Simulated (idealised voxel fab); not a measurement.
process module | voxel capacitor over wiring
cross-section cut | 280 nm wide | cells 5 nm
A cross-section is a grid of square cells, given in bands from the top down. A band is one or more rows of cells.
Each band's line starts with the height of the band's top and of its bottom, in nm. Then come its materials from left to right, each with its width in nm. One material with "throughout" fills the band from edge to edge. "air" is empty space.
Height 0 is the level under which the wafer as received is all one material. The lowest band goes on downwards, as in "0 down".
A width such as "30 to 40" changes by the same amount from each row of cells to the next, from the band's top row to its bottom row.
"no change" after a step means that no cell of the cross-section changed.
closed voids: empty space of 8 cells or more with no open way to the top, each as width x height at its distance from the left edge, in nm
after a step's settings: what the simulator itself notes on the step
overlay nm, on a step with a mask: how far to the right of its planned place the mask lay; to the left if negative
plan
1 op RECEIVE | material Si
2 op CONFORMAL_DEP | material SiO2 | thk nm 15
3 op CONFORMAL_DEP | material SiCN | thk nm 5
4 op DIRECTIONAL_DEP | material lowk | thk nm 25
5 op PATTERN | tone open | mask id METAL_1 | material resist | width nm 20 | pitch nm 90 | thk nm 15 | overlay nm 0
6 op DIRECTIONAL_ETCH | etch materials lowk | depth nm 25
7 op DIRECTIONAL_ETCH | etch materials SiCN | depth nm 5
8 op STRIP | etch materials resist
9 op CONFORMAL_DEP | material TiN | thk nm 5
10 op FILL_DEP | material W | thk nm 5
11 op CMP | height nm 45
12 op EPI | material Ru | thk nm 5
13 op FILL_DEP | material SiCN | thk nm 5
14 op DIRECTIONAL_DEP | material SiO2 | thk nm 20
15 op MASKED_ETCH | tone open | mask id PLUG_1 | width nm 15 | etch materials SiO2 | depth nm 20 | overlay nm 0
16 op MASKED_ETCH | tone open | mask id PLUG_1 | width nm 15 | etch materials SiCN | depth nm 5 | overlay nm 0
17 op CONFORMAL_DEP | material TiN | thk nm 5
18 op FILL_DEP | material W | thk nm 10
19 op CMP | height nm 75
20 op DIRECTIONAL_DEP | material TiN | thk nm 5
21 op DIRECTIONAL_DEP | material SiN | thk nm 5
22 op DIRECTIONAL_DEP | material TiN | thk nm 5
23 op MASKED_ETCH | tone cover | mask id UPPER_PLATE | width nm 75 | etch materials TiN | depth nm 5 | overlay nm 0
24 op MASKED_ETCH | tone cover | mask id UPPER_PLATE | width nm 75 | etch materials SiN | depth nm 5 | overlay nm 0
25 op MASKED_ETCH | tone cover | mask id LOWER_PLATE | width nm 85 | etch materials TiN | depth nm 5 | overlay nm 0
26 op FILL_DEP | material SiO2 | thk nm 20
27 op CMP | height nm 105
28 op PATTERN | tone open | mask id PLUG_2 | material resist | width nm 15 | thk nm 15 | overlay nm 0
29 op DIRECTIONAL_ETCH | etch materials SiO2 | depth nm 15
30 op STRIP | etch materials resist
31 op CONFORMAL_DEP | material TiN | thk nm 5
32 op FILL_DEP | material W | thk nm 10
33 op CMP | height nm 105
34 op CONFORMAL_DEP | material SiN | thk nm 5
first wafer, as planned
as received, after step 1
  0 down: Si throughout
  closed voids: none
after step 2
  15 to 0: SiO2 throughout
  below 0: unchanged
after step 3
  20 to 15: SiCN throughout
  below 15: unchanged
after step 4
  45 to 20: lowk throughout
  below 20: unchanged
after step 5
  60 to 45: resist 85 | air 20 | resist 70 | air 20 | resist 85
  below 45: unchanged
after step 6
  60 to 45: resist 85 | air 20 | resist 70 | air 20 | resist 85
  45 to 20: lowk 85 | air 20 | lowk 70 | air 20 | lowk 85
  below 20: unchanged
after step 7
  60 to 45: resist 85 | air 20 | resist 70 | air 20 | resist 85
  45 to 20: lowk 85 | air 20 | lowk 70 | air 20 | lowk 85
  20 to 15: SiCN 85 | air 20 | SiCN 70 | air 20 | SiCN 85
  below 15: unchanged
after step 8
  45 to 20: lowk 85 | air 20 | lowk 70 | air 20 | lowk 85
  below 20: unchanged
after step 9
  50 to 45: TiN 90 | air 10 | TiN 80 | air 10 | TiN 90
  45 to 20: lowk 85 | TiN 5 | air 10 | TiN 5 | lowk 70 | TiN 5 | air 10 | TiN 5 | lowk 85
  20 to 15: SiCN 85 | TiN 20 | SiCN 70 | TiN 20 | SiCN 85
  below 15: unchanged
after step 10
  55 to 50: W throughout
  50 to 45: TiN 90 | W 10 | TiN 80 | W 10 | TiN 90
  45 to 20: lowk 85 | TiN 5 | W 10 | TiN 5 | lowk 70 | TiN 5 | W 10 | TiN 5 | lowk 85
  below 20: unchanged
after step 11
  45 to 20: lowk 85 | TiN 5 | W 10 | TiN 5 | lowk 70 | TiN 5 | W 10 | TiN 5 | lowk 85
  below 20: unchanged
after step 12
  50 to 45: air 80 | Ru 30 | air 60 | Ru 30 | air 80
  below 45: unchanged
after step 13
  55 to 50: SiCN throughout
  50 to 45: SiCN 80 | Ru 30 | SiCN 60 | Ru 30 | SiCN 80
  below 45: unchanged
after step 14
  75 to 55: SiO2 throughout
  below 55: unchanged
after step 15
  75 to 55: SiO2 90 | air 15 | SiO2 175
  below 55: unchanged
after step 16
  75 to 55: SiO2 90 | air 15 | SiO2 175
  55 to 50: SiCN 90 | air 15 | SiCN 175
  below 50: unchanged
after step 17
  80 to 75: TiN 95 | air 5 | TiN 180
  75 to 55: SiO2 90 | TiN 5 | air 5 | TiN 5 | SiO2 175
  55 to 50: SiCN 90 | TiN 15 | SiCN 175
  below 50: unchanged
after step 18
  90 to 80: W throughout
  80 to 75: TiN 95 | W 5 | TiN 180
  75 to 55: SiO2 90 | TiN 5 | W 5 | TiN 5 | SiO2 175
  below 55: unchanged
after step 19
  75 to 55: SiO2 90 | TiN 5 | W 5 | TiN 5 | SiO2 175
  below 55: unchanged
after step 20
  80 to 75: TiN throughout
  below 75: unchanged
after step 21
  85 to 80: SiN throughout
  below 80: unchanged
after step 22
  90 to 85: TiN throughout
  below 85: unchanged
after step 23
  90 to 85: air 90 | TiN 75 | air 115
  below 85: unchanged
after step 24
  90 to 85: air 90 | TiN 75 | air 115
  85 to 80: air 90 | SiN 75 | air 115
  below 80: unchanged
after step 25
  90 to 85: air 90 | TiN 75 | air 115
  85 to 80: air 90 | SiN 75 | air 115
  80 to 75: air 85 | TiN 85 | air 110
  below 75: unchanged
after step 26
  110 to 90: SiO2 throughout
  90 to 85: SiO2 90 | TiN 75 | SiO2 115
  85 to 80: SiO2 90 | SiN 75 | SiO2 115
  80 to 75: SiO2 85 | TiN 85 | SiO2 110
  below 75: unchanged
after step 27
  105 to 90: SiO2 throughout
  below 90: unchanged
after step 28
  120 to 105: resist 100 | air 15 | resist 165
  below 105: unchanged
after step 29
  120 to 105: resist 100 | air 15 | resist 165
  105 to 90: SiO2 100 | air 15 | SiO2 165
  below 90: unchanged
after step 30
  105 to 90: SiO2 100 | air 15 | SiO2 165
  below 90: unchanged
after step 31
  110 to 105: TiN 105 | air 5 | TiN 170
  105 to 95: SiO2 100 | TiN 5 | air 5 | TiN 5 | SiO2 165
  95 to 85: SiO2 100 to 90 | TiN 15 to 75 | SiO2 165 to 115
  below 85: unchanged
after step 32
  120 to 110: W throughout
  110 to 105: TiN 105 | W 5 | TiN 170
  105 to 95: SiO2 100 | TiN 5 | W 5 | TiN 5 | SiO2 165
  below 95: unchanged
after step 33
  105 to 95: SiO2 100 | TiN 5 | W 5 | TiN 5 | SiO2 165
  below 95: unchanged
after step 34
  110 to 105: SiN throughout
  below 105: unchanged
second wafer: like start, like plan, one mistake. Through step 13 it matches the first wafer
when step 14 should have ended
  70 to 55: SiO2 throughout
  below 55: unchanged
when step 15 should have ended
  70 to 55: SiO2 90 | air 15 | SiO2 175
  below 55: unchanged
when step 16 should have ended
  70 to 55: SiO2 90 | air 15 | SiO2 175
  55 to 50: SiCN 90 | air 15 | SiCN 175
  below 50: unchanged
when step 17 should have ended
  75 to 70: TiN 95 | air 5 | TiN 180
  70 to 55: SiO2 90 | TiN 5 | air 5 | TiN 5 | SiO2 175
  55 to 50: SiCN 90 | TiN 15 | SiCN 175
  below 50: unchanged
when step 18 should have ended
  85 to 75: W throughout
  75 to 70: TiN 95 | W 5 | TiN 180
  70 to 55: SiO2 90 | TiN 5 | W 5 | TiN 5 | SiO2 175
  below 55: unchanged
when step 19 should have ended
  75 to 70: TiN 95 | W 5 | TiN 180
  below 70: unchanged
when step 20 should have ended
  80 to 75: TiN throughout
  below 75: unchanged
when step 21 should have ended
  85 to 80: SiN throughout
  below 80: unchanged
when step 22 should have ended
  90 to 85: TiN throughout
  below 85: unchanged
when step 23 should have ended
  90 to 85: air 90 | TiN 75 | air 115
  below 85: unchanged
when step 24 should have ended
  90 to 85: air 90 | TiN 75 | air 115
  85 to 80: air 90 | SiN 75 | air 115
  below 80: unchanged
when step 25 should have ended
  90 to 85: air 90 | TiN 75 | air 115
  85 to 80: air 90 | SiN 75 | air 115
  80 to 75: air 85 | TiN 85 | air 110
  below 75: unchanged
when step 26 should have ended
  110 to 90: SiO2 throughout
  90 to 85: SiO2 90 | TiN 75 | SiO2 115
  85 to 80: SiO2 90 | SiN 75 | SiO2 115
  80 to 75: SiO2 85 | TiN 85 | SiO2 110
  below 75: unchanged
when step 27 should have ended
  105 to 90: SiO2 throughout
  below 90: unchanged
when step 28 should have ended
  120 to 105: resist 100 | air 15 | resist 165
  below 105: unchanged
when step 29 should have ended
  120 to 105: resist 100 | air 15 | resist 165
  105 to 90: SiO2 100 | air 15 | SiO2 165
  below 90: unchanged
when step 30 should have ended
  105 to 90: SiO2 100 | air 15 | SiO2 165
  below 90: unchanged
when step 31 should have ended
  110 to 105: TiN 105 | air 5 | TiN 170
  105 to 95: SiO2 100 | TiN 5 | air 5 | TiN 5 | SiO2 165
  95 to 85: SiO2 100 to 90 | TiN 15 to 75 | SiO2 165 to 115
  below 85: unchanged
when step 32 should have ended
  120 to 110: W throughout
  110 to 105: TiN 105 | W 5 | TiN 170
  105 to 95: SiO2 100 | TiN 5 | W 5 | TiN 5 | SiO2 165
  below 95: unchanged
when step 33 should have ended
  105 to 95: SiO2 100 | TiN 5 | W 5 | TiN 5 | SiO2 165
  below 95: unchanged
when step 34 should have ended
  110 to 105: SiN throughout
  below 105: unchanged
what went wrong: step 14 ran as: op DIRECTIONAL_DEP | material SiO2 | thk nm 15
at the end the second wafer has, in cells: 53 fewer of SiO2 | 53 more of TiN
